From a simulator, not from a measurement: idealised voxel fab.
Name of the process module below: voxel self aligned contacts
FYI the section here is cut, 270 nm wide, cells are 5 nm squares.
Notation: cross-section as square-cell grid; stated in bands, top first, going down; one or more cell rows per band.
Heights first: top, then bottom, in nm. Then materials, left to right, each with a width in nm. "all across" on a single material: fills the band edge to edge. "empty": empty space.
It should be noted that heights are counted from 0, beneath which the wafer as supplied is of one material throughout, and that the lowest band possesses no lower boundary but continues downward, as written in "0 and below".
The expression "30->40" gives the width at the extremes of the band, the first number at its top row of cells and the second at its bottom row, with the width changing by equal amounts from each row to the next in between.
No cell of the cross-section changed in a step that is given as "no change".
What "Closed cavity list" gives you is every empty space of 8 cells or more that is cut off from the top. Each appears as width x height at distance, with the distance taken from the left edge and width, height and distance all in nm.
Anything after a step's settings on that line? It's the simulator's own note about the step.
Each step line may optionally specify "overlay nm", which for a step with a mask gives the rightward distance between the mask's planned place and where it lay, a negative value indicating the leftward direction.
Below you will find pairs of cross-sections. In each, one shows the wafer before one process step and the other after it, with the after view ending at the lowest band that changed. Under each pair is the step separating them, along with its settings. Do not assume the pairs form a chain: they can come from different runs of this module on the same starting wafer, and a pair continues from the pair above it only when its "Pre-step" entry says so.
**Pre-step**
    0 and below  Si all across
    Closed cavity list: none
**Step Result**
    5 down to 0  SiO2 all across
    Below 0, no change.
    Closed cavity list: none
As a process note, the step between the before and after cross-sections shown above is CONFORMAL_DEP | material SiO2 | thk nm 5
Pre-step: it's just the after picture from the pair right above this one.
**Step Result**
    30 down to 5  polySi all across
    Below 5, no change.
    Closed cavity list: none
As a process note, the step between the before and after cross-sections shown above is DIRECTIONAL_DEP | material polySi | thk nm 25
Pre-step: it's just the after picture from the pair right above this one.
**Step Result**
    50 down to 30  SiN all across
    Below 30, no change.
    Closed cavity list: none
As a process note, the step between the before and after cross-sections shown above is DIRECTIONAL_DEP | material SiN | thk nm 20
Pre-step: it's just the after picture from the pair right above this one.
**Step Result**
    50 down to 30  55 empty, 25 SiN, 40 empty, 25 SiN, 40 empty, 25 SiN, 60 empty
    Below 30, no change.
    Closed cavity list: none
As a process note, the step between the before and after cross-sections shown above is MASKED_ETCH | tone cover | mask id GATE | width nm 25 | pitch nm 65 | etch materials SiN | depth nm 20 | overlay nm 0
Pre-step: it's just the after picture from the pair right above this one.
**Step Result**
    50 down to 30  55 empty, 25 SiN, 40 empty, 25 SiN, 40 empty, 25 SiN, 60 empty
    30 down to 5  55 empty, 25 polySi, 40 empty, 25 polySi, 40 empty, 25 polySi, 60 empty
    Below 5, no change.
    Closed cavity list: none
As a process note, the step between the before and after cross-sections shown above is MASKED_ETCH | tone cover | mask id GATE | width nm 25 | pitch nm 65 | etch materials polySi | depth nm 25 | overlay nm 0
Pre-step: it's just the after picture from the pair right above this one.
**Step Result**
    60 down to 30  45 empty, 45 SiN, 20 empty, 45 SiN, 20 empty, 45 SiN, 50 empty
    30 down to 15  45 empty, 10 SiN, 25 polySi, 10 SiN, 20 empty, 10 SiN, 25 polySi, 10 SiN, 20 empty, 10 SiN, 25 polySi, 10 SiN, 50 empty
    15 down to 5  55 SiN, 25 polySi, 40 SiN, 25 polySi, 40 SiN, 25 polySi, 60 SiN
    Below 5, no change.
    Closed cavity list: none
As a process note, the step between the before and after cross-sections shown above is CONFORMAL_DEP | material SiN | thk nm 10
Pre-step: it's just the after picture from the pair right above this one.
**Step Result**
    50 down to 30  45 empty, 45 SiN, 20 empty, 45 SiN, 20 empty, 45 SiN, 50 empty
    30 down to 5  45 empty, 10 SiN, 25 polySi, 10 SiN, 20 empty, 10 SiN, 25 polySi, 10 SiN, 20 empty, 10 SiN, 25 polySi, 10 SiN, 50 empty
    Below 5, no change.
    Closed cavity list: none
As a process note, the step between the before and after cross-sections shown above is DIRECTIONAL_ETCH | etch materials SiN | depth nm 10
Pre-step: it's just the after picture from the pair right above this one.
**Step Result**
    65 down to 50  SiO2 all across
    50 down to 30  45 SiO2, 45 SiN, 20 SiO2, 45 SiN, 20 SiO2, 45 SiN, 50 SiO2
    30 down to 5  45 SiO2, 10 SiN, 25 polySi, 10 SiN, 20 SiO2, 10 SiN, 25 polySi, 10 SiN, 20 SiO2, 10 SiN, 25 polySi, 10 SiN, 50 SiO2
    Below 5, no change.
    Closed cavity list: none
As a process note, the step between the before and after cross-sections shown above is FILL_DEP | material SiO2 | thk nm 15
Pre-step: it's just the after picture from the pair right above this one.
**Step Result**
    55 down to 50  SiO2 all across
    Below 50, no change.
    Closed cavity list: none
As a process note, the step between the before and after cross-sections shown above is CMP | height nm 55
Pre-step: it's just the after picture from the pair right above this one.
**Step Result**
    70 down to 55  75 resist, 50 empty, 15 resist, 50 empty, 80 resist
    Below 55, no change.
    Closed cavity list: none
As a process note, the step between the before and after cross-sections shown above is PATTERN | tone open | mask id CONTACT | material resist | width nm 50 | pitch nm 65 | thk nm 15 | overlay nm 0
Pre-step: it's just the after picture from the pair right above this one.
**Step Result**
    70 down to 55  75 resist, 50 empty, 15 resist, 50 empty, 80 resist
    55 down to 50  75 SiO2, 50 empty, 15 SiO2, 50 empty, 80 SiO2
    50 down to 30  45 SiO2, 45 SiN, 20 empty, 45 SiN, 20 empty, 45 SiN, 50 SiO2
    30 down to 5  45 SiO2, 10 SiN, 25 polySi, 10 SiN, 20 empty, 10 SiN, 25 polySi, 10 SiN, 20 empty, 10 SiN, 25 polySi, 10 SiN, 50 SiO2
    5 down to 0  90 SiO2, 20 empty, 45 SiO2, 20 empty, 95 SiO2
    Below 0, no change.
    Closed cavity list: none
As a process note, the step between the before and after cross-sections shown above is DIRECTIONAL_ETCH | etch materials SiO2 | depth nm 55
Pre-step: it's just the after picture from the pair right above this one.
**Step Result**
    55 down to 50  75 SiO2, 50 empty, 15 SiO2, 50 empty, 80 SiO2
    Below 50, no change.
    Closed cavity list: none
As a process note, the step between the before and after cross-sections shown above is STRIP | etch materials resist
Pre-step: it's just the after picture from the pair right above this one.
**Step Result**
    60 down to 55  80 TiN, 40 empty, 25 TiN, 40 empty, 85 TiN
    55 down to 50  75 SiO2, 20 TiN, 10 empty, 20 TiN, 15 SiO2, 20 TiN, 10 empty, 20 TiN, 80 SiO2
    50 down to 30  45 SiO2, 45 SiN, 5 TiN, 10 empty, 5 TiN, 45 SiN, 5 TiN, 10 empty, 5 TiN, 45 SiN, 50 SiO2
    30 down to 5  45 SiO2, 10 SiN, 25 polySi, 10 SiN, 5 TiN, 10 empty, 5 TiN, 10 SiN, 25 polySi, 10 SiN, 5 TiN, 10 empty, 5 TiN, 10 SiN, 25 polySi, 10 SiN, 50 SiO2
    5 down to 0  90 SiO2, 20 TiN, 45 SiO2, 20 TiN, 95 SiO2
    Below 0, no change.
    Closed cavity list: none
As a process note, the step between the before and after cross-sections shown above is CONFORMAL_DEP | material TiN | thk nm 5
Pre-step: it's just the after picture from the pair right above this one.
**Step Result**
    65 down to 60  W all across
    60 down to 55  80 TiN, 40 W, 25 TiN, 40 W, 85 TiN
    55 down to 50  75 SiO2, 20 TiN, 10 W, 20 TiN, 15 SiO2, 20 TiN, 10 W, 20 TiN, 80 SiO2
    50 down to 30  45 SiO2, 45 SiN, 5 TiN, 10 W, 5 TiN, 45 SiN, 5 TiN, 10 W, 5 TiN, 45 SiN, 50 SiO2
    30 down to 5  45 SiO2, 10 SiN, 25 polySi, 10 SiN, 5 TiN, 10 W, 5 TiN, 10 SiN, 25 polySi, 10 SiN, 5 TiN, 10 W, 5 TiN, 10 SiN, 25 polySi, 10 SiN, 50 SiO2
    Below 5, no change.
    Closed cavity list: none
As a process note, the step between the before and after cross-sections shown above is FILL_DEP | material W | thk nm 5
Pre-step: it's just the after picture from the pair right above this one.
**Step Result**
    55 down to 50  75 SiO2, 20 TiN, 10 W, 20 TiN, 15 SiO2, 20 TiN, 10 W, 20 TiN, 80 SiO2
    Below 50, no change.
    Closed cavity list: none
As a process note, the step between the before and after cross-sections shown above is CMP | height nm 55
Pre-step: it's just the after picture from the pair right above this one.
**Step Result**
    60 down to 55  SiN all across
    Below 55, no change.
    Closed cavity list: none
As a process note, the step between the before and after cross-sections shown above is CONFORMAL_DEP | material SiN | thk nm 5
**Pre-step**
    0 and below  Si all across
    Closed cavity list: none
**Step Result**
    25 down to 0  polySi all across
    Below 0, no change.
    Closed cavity list: none
As a process note, the step between the before and after cross-sections shown above is DIRECTIONAL_DEP | material polySi | thk nm 25
Pre-step: it's just the after picture from the pair right above this one.
**Step Result**
    45 down to 25  SiN all across
    Below 25, no change.
    Closed cavity list: none
As a process note, the step between the before and after cross-sections shown above is DIRECTIONAL_DEP | material SiN | thk nm 20
Pre-step: it's just the after picture from the pair right above this one.
**Step Result**
    45 down to 25  55 empty, 25 SiN, 40 empty, 25 SiN, 40 empty, 25 SiN, 60 empty
    Below 25, no change.
    Closed cavity list: none
As a process note, the step between the before and after cross-sections shown above is MASKED_ETCH | tone cover | mask id GATE | width nm 25 | pitch nm 65 | etch materials SiN | depth nm 20 | overlay nm 0
Pre-step: it's just the after picture from the pair right above this one.
**Step Result**
    45 down to 25  55 empty, 25 SiN, 40 empty, 25 SiN, 40 empty, 25 SiN, 60 empty
    25 down to 0  55 empty, 25 polySi, 40 empty, 25 polySi, 40 empty, 25 polySi, 60 empty
    Below 0, no change.
    Closed cavity list: none
As a process note, the step between the before and after cross-sections shown above is MASKED_ETCH | tone cover | mask id GATE | width nm 25 | pitch nm 65 | etch materials polySi | depth nm 25 | overlay nm 0
Pre-step: it's just the after picture from the pair right above this one.
**Step Result**
    55 down to 25  45 empty, 45 SiN, 20 empty, 45 SiN, 20 empty, 45 SiN, 50 empty
    25 down to 10  45 empty, 10 SiN, 25 polySi, 10 SiN, 20 empty, 10 SiN, 25 polySi, 10 SiN, 20 empty, 10 SiN, 25 polySi, 10 SiN, 50 empty
    10 down to 0  55 SiN, 25 polySi, 40 SiN, 25 polySi, 40 SiN, 25 polySi, 60 SiN
    Below 0, no change.
    Closed cavity list: none
As a process note, the step between the before and after cross-sections shown above is CONFORMAL_DEP | material SiN | thk nm 10
Pre-step: it's just the after picture from the pair right above this one.
**Step Result**
    45 down to 25  45 empty, 45 SiN, 20 empty, 45 SiN, 20 empty, 45 SiN, 50 empty
    25 down to 0  45 empty, 10 SiN, 25 polySi, 10 SiN, 20 empty, 10 SiN, 25 polySi, 10 SiN, 20 empty, 10 SiN, 25 polySi, 10 SiN, 50 empty
    Below 0, no change.
    Closed cavity list: none
As a process note, the step between the before and after cross-sections shown above is DIRECTIONAL_ETCH | etch materials SiN | depth nm 10
Pre-step: it's just the after picture from the pair right above this one.
**Step Result**
    60 down to 45  SiO2 all across
    45 down to 25  45 SiO2, 45 SiN, 20 SiO2, 45 SiN, 20 SiO2, 45 SiN, 50 SiO2
    25 down to 0  45 SiO2, 10 SiN, 25 polySi, 10 SiN, 20 SiO2, 10 SiN, 25 polySi, 10 SiN, 20 SiO2, 10 SiN, 25 polySi, 10 SiN, 50 SiO2
    Below 0, no change.
    Closed cavity list: none
As a process note, the step between the before and after cross-sections shown above is FILL_DEP | material SiO2 | thk nm 15
Pre-step: it's just the after picture from the pair right above this one.
**Step Result**
    55 down to 45  SiO2 all across
    Below 45, no change.
    Closed cavity list: none
As a process note, the step between the before and after cross-sections shown above is CMP | height nm 55
Pre-step: it's just the after picture from the pair right above this one.
**Step Result**
    70 down to 55  75 resist, 50 empty, 15 resist, 50 empty, 80 resist
    Below 55, no change.
    Closed cavity list: none
As a process note, the step between the before and after cross-sections shown above is PATTERN | tone open | mask id CONTACT | material resist | width nm 50 | pitch nm 65 | thk nm 15 | overlay nm 0
Pre-step: it's just the after picture from the pair right above this one.
**Step Result**
    70 down to 55  75 resist, 50 empty, 15 resist, 50 empty, 80 resist
    55 down to 45  75 SiO2, 50 empty, 15 SiO2, 50 empty, 80 SiO2
    45 down to 25  45 SiO2, 45 SiN, 20 empty, 45 SiN, 20 empty, 45 SiN, 50 SiO2
    25 down to 0  45 SiO2, 10 SiN, 25 polySi, 10 SiN, 20 empty, 10 SiN, 25 polySi, 10 SiN, 20 empty, 10 SiN, 25 polySi, 10 SiN, 50 SiO2
    Below 0, no change.
    Closed cavity list: none
As a process note, the step between the before and after cross-sections shown above is DIRECTIONAL_ETCH | etch materials SiO2 | depth nm 55
Pre-step: it's just the after picture from the pair right above this one.
**Step Result**
    55 down to 45  75 SiO2, 50 empty, 15 SiO2, 50 empty, 80 SiO2
    Below 45, no change.
    Closed cavity list: none
As a process note, the step between the before and after cross-sections shown above is STRIP | etch materials resist
Pre-step: it's just the after picture from the pair right above this one.
**Step Result**
    60 down to 55  80 TiN, 40 empty, 25 TiN, 40 empty, 85 TiN
    55 down to 45  75 SiO2, 5->20 TiN, 40->10 empty, 5->20 TiN, 15 SiO2, 5->20 TiN, 40->10 empty, 5->20 TiN, 80 SiO2
    45 down to 25  45 SiO2, 45 SiN, 5 TiN, 10 empty, 5 TiN, 45 SiN, 5 TiN, 10 empty, 5 TiN, 45 SiN, 50 SiO2
    25 down to 5  45 SiO2, 10 SiN, 25 polySi, 10 SiN, 5 TiN, 10 empty, 5 TiN, 10 SiN, 25 polySi, 10 SiN, 5 TiN, 10 empty, 5 TiN, 10 SiN, 25 polySi, 10 SiN, 50 SiO2
    5 down to 0  45 SiO2, 10 SiN, 25 polySi, 10 SiN, 20 TiN, 10 SiN, 25 polySi, 10 SiN, 20 TiN, 10 SiN, 25 polySi, 10 SiN, 50 SiO2
    Below 0, no change.
    Closed cavity list: none
As a process note, the step between the before and after cross-sections shown above is CONFORMAL_DEP | material TiN | thk nm 5
Pre-step: it's just the after picture from the pair right above this one.
**Step Result**
    65 down to 60  W all across
    60 down to 55  80 TiN, 40 W, 25 TiN, 40 W, 85 TiN
    55 down to 45  75 SiO2, 5->20 TiN, 40->10 W, 5->20 TiN, 15 SiO2, 5->20 TiN, 40->10 W, 5->20 TiN, 80 SiO2
    45 down to 25  45 SiO2, 45 SiN, 5 TiN, 10 W, 5 TiN, 45 SiN, 5 TiN, 10 W, 5 TiN, 45 SiN, 50 SiO2
    25 down to 5  45 SiO2, 10 SiN, 25 polySi, 10 SiN, 5 TiN, 10 W, 5 TiN, 10 SiN, 25 polySi, 10 SiN, 5 TiN, 10 W, 5 TiN, 10 SiN, 25 polySi, 10 SiN, 50 SiO2
    Below 5, no change.
    Closed cavity list: none
As a process note, the step between the before and after cross-sections shown above is FILL_DEP | material W | thk nm 5
Pre-step: it's just the after picture from the pair right above this one.
**Step Result**
    55 down to 45  75 SiO2, 5->20 TiN, 40->10 W, 5->20 TiN, 15 SiO2, 5->20 TiN, 40->10 W, 5->20 TiN, 80 SiO2
    Below 45, no change.
    Closed cavity list: none
As a process note, the step between the before and after cross-sections shown above is CMP | height nm 55
Pre-step: it's just the after picture from the pair right above this one.
**Step Result**
    60 down to 55  SiN all across
    Below 55, no change.
    Closed cavity list: none
As a process note, the step between the before and after cross-sections shown above is CONFORMAL_DEP | material SiN | thk nm 5
**Pre-step**
    50 down to 30  SiN all across
    30 down to 5  polySi all across
    5 down to 0  SiO2 all across
    0 and below  Si all across
    Closed cavity list: none
**Step Result**
    70 down to 30  SiN all across
    Below 30, no change.
    Closed cavity list: none
As a process note, the step between the before and after cross-sections shown above is DIRECTIONAL_DEP | material SiN | thk nm 20
Pre-step: it's just the after picture from the pair right above this one.
**Step Result**
    70 down to 50  55 empty, 25 SiN, 40 empty, 25 SiN, 40 empty, 25 SiN, 60 empty
    Below 50, no change.
    Closed cavity list: none
As a process note, the step between the before and after cross-sections shown above is MASKED_ETCH | tone cover | mask id GATE | width nm 25 | pitch nm 65 | etch materials SiN | depth nm 20 | overlay nm 0
Pre-step: it's just the after picture from the pair right above this one.
**Step Result**
    80 down to 60  45 empty, 45 SiN, 20 empty, 45 SiN, 20 empty, 45 SiN, 50 empty
    60 down to 30  SiN all across
    Below 30, no change.
    Closed cavity list: none
As a process note, the step between the before and after cross-sections shown above is CONFORMAL_DEP | material SiN | thk nm 10
Pre-step: it's just the after picture from the pair right above this one.
**Step Result**
    70 down to 50  45 empty, 45 SiN, 20 empty, 45 SiN, 20 empty, 45 SiN, 50 empty
    Below 50, no change.
    Closed cavity list: none
As a process note, the step between the before and after cross-sections shown above is DIRECTIONAL_ETCH | etch materials SiN | depth nm 10
Pre-step: it's just the after picture from the pair right above this one.
**Step Result**
    85 down to 70  SiO2 all across
    70 down to 50  45 SiO2, 45 SiN, 20 SiO2, 45 SiN, 20 SiO2, 45 SiN, 50 SiO2
    Below 50, no change.
    Closed cavity list: none
As a process note, the step between the before and after cross-sections shown above is FILL_DEP | material SiO2 | thk nm 15
Pre-step: it's just the after picture from the pair right above this one.
**Step Result**
    55 down to 50  45 SiO2, 45 SiN, 20 SiO2, 45 SiN, 20 SiO2, 45 SiN, 50 SiO2
    Below 50, no change.
    Closed cavity list: none
As a process note, the step between the before and after cross-sections shown above is CMP | height nm 55
Pre-step: it's just the after picture from the pair right above this one.
**Step Result**
    70 down to 55  75 resist, 50 empty, 15 resist, 50 empty, 80 resist
    Below 55, no change.
    Closed cavity list: none
As a process note, the step between the before and after cross-sections shown above is PATTERN | tone open | mask id CONTACT | material resist | width nm 50 | pitch nm 65 | thk nm 15 | overlay nm 0
Pre-step: it's just the after picture from the pair right above this one.
**Step Result**
    70 down to 55  75 resist, 50 empty, 15 resist, 50 empty, 80 resist
    55 down to 50  45 SiO2, 45 SiN, 20 empty, 45 SiN, 20 empty, 45 SiN, 50 SiO2
    Below 50, no change.
    Closed cavity list: none
As a process note, the step between the before and after cross-sections shown above is DIRECTIONAL_ETCH | etch materials SiO2 | depth nm 55
Pre-step: it's just the after picture from the pair right above this one.
**Step Result**
    55 down to 50  45 SiO2, 45 SiN, 20 empty, 45 SiN, 20 empty, 45 SiN, 50 SiO2
    Below 50, no change.
    Closed cavity list: none
As a process note, the step between the before and after cross-sections shown above is STRIP | etch materials resist
Pre-step: it's just the after picture from the pair right above this one.
**Step Result**
    60 down to 55  95 TiN, 10 empty, 55 TiN, 10 empty, 100 TiN
    55 down to 50  45 SiO2, 45 SiN, 20 TiN, 45 SiN, 20 TiN, 45 SiN, 50 SiO2
    Below 50, no change.
    Closed cavity list: none
As a process note, the step between the before and after cross-sections shown above is CONFORMAL_DEP | material TiN | thk nm 5
Pre-step: it's just the after picture from the pair right above this one.
**Step Result**
    65 down to 60  W all across
    60 down to 55  95 TiN, 10 W, 55 TiN, 10 W, 100 TiN
    Below 55, no change.
    Closed cavity list: none
As a process note, the step between the before and after cross-sections shown above is FILL_DEP | material W | thk nm 5
Pre-step: it's just the after picture from the pair right above this one.
**Step Result**
    55 down to 50  45 SiO2, 45 SiN, 20 TiN, 45 SiN, 20 TiN, 45 SiN, 50 SiO2
    Below 50, no change.
    Closed cavity list: none
As a process note, the step between the before and after cross-sections shown above is CMP | height nm 55
Pre-step: it's just the after picture from the pair right above this one.
**Step Result**
    60 down to 55  SiN all across
    Below 55, no change.
    Closed cavity list: none
As a process note, the step between the before and after cross-sections shown above is CONFORMAL_DEP | material SiN | thk nm 5
**Pre-step**
    25 down to 0  polySi all across
    0 and below  Si all across
    Closed cavity list: none
**Step Result**
    30 down to 25  SiO2 all across
    Below 25, no change.
    Closed cavity list: none
As a process note, the step between the before and after cross-sections shown above is CONFORMAL_DEP | material SiO2 | thk nm 5
Pre-step: it's just the after picture from the pair right above this one.
**Step Result**
    50 down to 30  SiN all across
    Below 30, no change.
    Closed cavity list: none
As a process note, the step between the before and after cross-sections shown above is DIRECTIONAL_DEP | material SiN | thk nm 20
Pre-step: it's just the after picture from the pair right above this one.
**Step Result**
    50 down to 30  55 empty, 25 SiN, 40 empty, 25 SiN, 40 empty, 25 SiN, 60 empty
    Below 30, no change.
    Closed cavity list: none
As a process note, the step between the before and after cross-sections shown above is MASKED_ETCH | tone cover | mask id GATE | width nm 25 | pitch nm 65 | etch materials SiN | depth nm 20 | overlay nm 0
Pre-step: it's just the after picture from the pair right above this one.
**Step Result**
    60 down to 40  45 empty, 45 SiN, 20 empty, 45 SiN, 20 empty, 45 SiN, 50 empty
    40 down to 30  SiN all across
    Below 30, no change.
    Closed cavity list: none
As a process note, the step between the before and after cross-sections shown above is CONFORMAL_DEP | material SiN | thk nm 10
Pre-step: it's just the after picture from the pair right above this one.
**Step Result**
    50 down to 30  45 empty, 45 SiN, 20 empty, 45 SiN, 20 empty, 45 SiN, 50 empty
    Below 30, no change.
    Closed cavity list: none
As a process note, the step between the before and after cross-sections shown above is DIRECTIONAL_ETCH | etch materials SiN | depth nm 10
Pre-step: it's just the after picture from the pair right above this one.
**Step Result**
    65 down to 50  SiO2 all across
    50 down to 30  45 SiO2, 45 SiN, 20 SiO2, 45 SiN, 20 SiO2, 45 SiN, 50 SiO2
    Below 30, no change.
    Closed cavity list: none
As a process note, the step between the before and after cross-sections shown above is FILL_DEP | material SiO2 | thk nm 15
Pre-step: it's just the after picture from the pair right above this one.
**Step Result**
    55 down to 50  SiO2 all across
    Below 50, no change.
    Closed cavity list: none
As a process note, the step between the before and after cross-sections shown above is CMP | height nm 55
Pre-step: it's just the after picture from the pair right above this one.
**Step Result**
    70 down to 55  75 resist, 50 empty, 15 resist, 50 empty, 80 resist
    Below 55, no change.
    Closed cavity list: none
As a process note, the step between the before and after cross-sections shown above is PATTERN | tone open | mask id CONTACT | material resist | width nm 50 | pitch nm 65 | thk nm 15 | overlay nm 0
Pre-step: it's just the after picture from the pair right above this one.
**Step Result**
    70 down to 55  75 resist, 50 empty, 15 resist, 50 empty, 80 resist
    55 down to 50  75 SiO2, 50 empty, 15 SiO2, 50 empty, 80 SiO2
    50 down to 30  45 SiO2, 45 SiN, 20 empty, 45 SiN, 20 empty, 45 SiN, 50 SiO2
    30 down to 25  90 SiO2, 20 empty, 45 SiO2, 20 empty, 95 SiO2
    Below 25, no change.
    Closed cavity list: none
As a process note, the step between the before and after cross-sections shown above is DIRECTIONAL_ETCH | etch materials SiO2 | depth nm 55
Pre-step: it's just the after picture from the pair right above this one.
**Step Result**
    55 down to 50  75 SiO2, 50 empty, 15 SiO2, 50 empty, 80 SiO2
    Below 50, no change.
    Closed cavity list: none
As a process note, the step between the before and after cross-sections shown above is STRIP | etch materials resist
Pre-step: it's just the after picture from the pair right above this one.
**Step Result**
    60 down to 55  80 TiN, 40 empty, 25 TiN, 40 empty, 85 TiN
    55 down to 50  75 SiO2, 20 TiN, 10 empty, 20 TiN, 15 SiO2, 20 TiN, 10 empty, 20 TiN, 80 SiO2
    50 down to 30  45 SiO2, 45 SiN, 5 TiN, 10 empty, 5 TiN, 45 SiN, 5 TiN, 10 empty, 5 TiN, 45 SiN, 50 SiO2
    30 down to 25  90 SiO2, 20 TiN, 45 SiO2, 20 TiN, 95 SiO2
    Below 25, no change.
    Closed cavity list: none
As a process note, the step between the before and after cross-sections shown above is CONFORMAL_DEP | material TiN | thk nm 5
Pre-step: it's just the after picture from the pair right above this one.
**Step Result**
    65 down to 60  W all across
    60 down to 55  80 TiN, 40 W, 25 TiN, 40 W, 85 TiN
    55 down to 50  75 SiO2, 20 TiN, 10 W, 20 TiN, 15 SiO2, 20 TiN, 10 W, 20 TiN, 80 SiO2
    50 down to 30  45 SiO2, 45 SiN, 5 TiN, 10 W, 5 TiN, 45 SiN, 5 TiN, 10 W, 5 TiN, 45 SiN, 50 SiO2
    Below 30, no change.
    Closed cavity list: none
As a process note, the step between the before and after cross-sections shown above is FILL_DEP | material W | thk nm 5
Pre-step: it's just the after picture from the pair right above this one.
**Step Result**
    55 down to 50  75 SiO2, 20 TiN, 10 W, 20 TiN, 15 SiO2, 20 TiN, 10 W, 20 TiN, 80 SiO2
    Below 50, no change.
    Closed cavity list: none
As a process note, the step between the before and after cross-sections shown above is CMP | height nm 55
Pre-step: it's just the after picture from the pair right above this one.
**Step Result**
    60 down to 55  SiN all across
    Below 55, no change.
    Closed cavity list: none
As a process note, the step between the before and after cross-sections shown above is CONFORMAL_DEP | material SiN | thk nm 5
**Pre-step**
    60 down to 30  45 empty, 45 SiN, 20 empty, 45 SiN, 20 empty, 45 SiN, 50 empty
    30 down to 15  45 empty, 10 SiN, 25 polySi, 10 SiN, 20 empty, 10 SiN, 25 polySi, 10 SiN, 20 empty, 10 SiN, 25 polySi, 10 SiN, 50 empty
    15 down to 5  55 SiN, 25 polySi, 40 SiN, 25 polySi, 40 SiN, 25 polySi, 60 SiN
    5 down to 0  SiO2 all across
    0 and below  Si all across
    Closed cavity list: none
**Step Result**
    55 down to 30  45 empty, 45 SiN, 20 empty, 45 SiN, 20 empty, 45 SiN, 50 empty
    30 down to 10  45 empty, 10 SiN, 25 polySi, 10 SiN, 20 empty, 10 SiN, 25 polySi, 10 SiN, 20 empty, 10 SiN, 25 polySi, 10 SiN, 50 empty
    Below 10, no change.
    Closed cavity list: none
As a process note, the step between the before and after cross-sections shown above is DIRECTIONAL_ETCH | etch materials SiN | depth nm 5
Pre-step: it's just the after picture from the pair right above this one.
**Step Result**
    70 down to 55  SiO2 all across
    55 down to 30  45 SiO2, 45 SiN, 20 SiO2, 45 SiN, 20 SiO2, 45 SiN, 50 SiO2
    30 down to 10  45 SiO2, 10 SiN, 25 polySi, 10 SiN, 20 SiO2, 10 SiN, 25 polySi, 10 SiN, 20 SiO2, 10 SiN, 25 polySi, 10 SiN, 50 SiO2
    Below 10, no change.
    Closed cavity list: none
As a process note, the step between the before and after cross-sections shown above is FILL_DEP | material SiO2 | thk nm 15
Pre-step: it's just the after picture from the pair right above this one.
**Step Result**
    55 down to 30  45 SiO2, 45 SiN, 20 SiO2, 45 SiN, 20 SiO2, 45 SiN, 50 SiO2
    Below 30, no change.
    Closed cavity list: none
As a process note, the step between the before and after cross-sections shown above is CMP | height nm 55
Pre-step: it's just the after picture from the pair right above this one.
**Step Result**
    70 down to 55  75 resist, 50 empty, 15 resist, 50 empty, 80 resist
    Below 55, no change.
    Closed cavity list: none
As a process note, the step between the before and after cross-sections shown above is PATTERN | tone open | mask id CONTACT | material resist | width nm 50 | pitch nm 65 | thk nm 15 | overlay nm 0
Pre-step: it's just the after picture from the pair right above this one.
**Step Result**
    70 down to 55  75 resist, 50 empty, 15 resist, 50 empty, 80 resist
    55 down to 30  45 SiO2, 45 SiN, 20 empty, 45 SiN, 20 empty, 45 SiN, 50 SiO2
    30 down to 10  45 SiO2, 10 SiN, 25 polySi, 10 SiN, 20 empty, 10 SiN, 25 polySi, 10 SiN, 20 empty, 10 SiN, 25 polySi, 10 SiN, 50 SiO2
    Below 10, no change.
    Closed cavity list: none
As a process note, the step between the before and after cross-sections shown above is DIRECTIONAL_ETCH | etch materials SiO2 | depth nm 55
Pre-step: it's just the after picture from the pair right above this one.
**Step Result**
    55 down to 30  45 SiO2, 45 SiN, 20 empty, 45 SiN, 20 empty, 45 SiN, 50 SiO2
    Below 30, no change.
    Closed cavity list: none
As a process note, the step between the before and after cross-sections shown above is STRIP | etch materials resist
Pre-step: it's just the after picture from the pair right above this one.
**Step Result**
    60 down to 55  95 TiN, 10 empty, 55 TiN, 10 empty, 100 TiN
    55 down to 30  45 SiO2, 45 SiN, 5 TiN, 10 empty, 5 TiN, 45 SiN, 5 TiN, 10 empty, 5 TiN, 45 SiN, 50 SiO2
    30 down to 15  45 SiO2, 10 SiN, 25 polySi, 10 SiN, 5 TiN, 10 empty, 5 TiN, 10 SiN, 25 polySi, 10 SiN, 5 TiN, 10 empty, 5 TiN, 10 SiN, 25 polySi, 10 SiN, 50 SiO2
    15 down to 10  45 SiO2, 10 SiN, 25 polySi, 10 SiN, 20 TiN, 10 SiN, 25 polySi, 10 SiN, 20 TiN, 10 SiN, 25 polySi, 10 SiN, 50 SiO2
    Below 10, no change.
    Closed cavity list: none
As a process note, the step between the before and after cross-sections shown above is CONFORMAL_DEP | material TiN | thk nm 5
Pre-step: it's just the after picture from the pair right above this one.
**Step Result**
    65 down to 60  W all across
    60 down to 55  95 TiN, 10 W, 55 TiN, 10 W, 100 TiN
    55 down to 30  45 SiO2, 45 SiN, 5 TiN, 10 W, 5 TiN, 45 SiN, 5 TiN, 10 W, 5 TiN, 45 SiN, 50 SiO2
    30 down to 15  45 SiO2, 10 SiN, 25 polySi, 10 SiN, 5 TiN, 10 W, 5 TiN, 10 SiN, 25 polySi, 10 SiN, 5 TiN, 10 W, 5 TiN, 10 SiN, 25 polySi, 10 SiN, 50 SiO2
    Below 15, no change.
    Closed cavity list: none
As a process note, the step between the before and after cross-sections shown above is FILL_DEP | material W | thk nm 5
Pre-step: it's just the after picture from the pair right above this one.
**Step Result**
    55 down to 30  45 SiO2, 45 SiN, 5 TiN, 10 W, 5 TiN, 45 SiN, 5 TiN, 10 W, 5 TiN, 45 SiN, 50 SiO2
    Below 30, no change.
    Closed cavity list: none
As a process note, the step between the before and after cross-sections shown above is CMP | height nm 55
Pre-step: it's just the after picture from the pair right above this one.
**Step Result**
    60 down to 55  SiN all across
    Below 55, no change.
    Closed cavity list: none
As a process note, the step between the before and after cross-sections shown above is CONFORMAL_DEP | material SiN | thk nm 5
**Pre-step**
    55 down to 50  SiO2 all across
    50 down to 30  45 SiO2, 45 SiN, 20 SiO2, 45 SiN, 20 SiO2, 45 SiN, 50 SiO2
    30 down to 5  45 SiO2, 10 SiN, 25 polySi, 10 SiN, 20 SiO2, 10 SiN, 25 polySi, 10 SiN, 20 SiO2, 10 SiN, 25 polySi, 10 SiN, 50 SiO2
    5 down to 0  SiO2 all across
    0 and below  Si all across
    Closed cavity list: none
**Step Result**
    70 down to 55  80 resist, 40 empty, 25 resist, 40 empty, 85 resist
    Below 55, no change.
    Closed cavity list: none
As a process note, the step between the before and after cross-sections shown above is PATTERN | tone open | mask id CONTACT | material resist | width nm 40 | pitch nm 65 | thk nm 15 | overlay nm 0
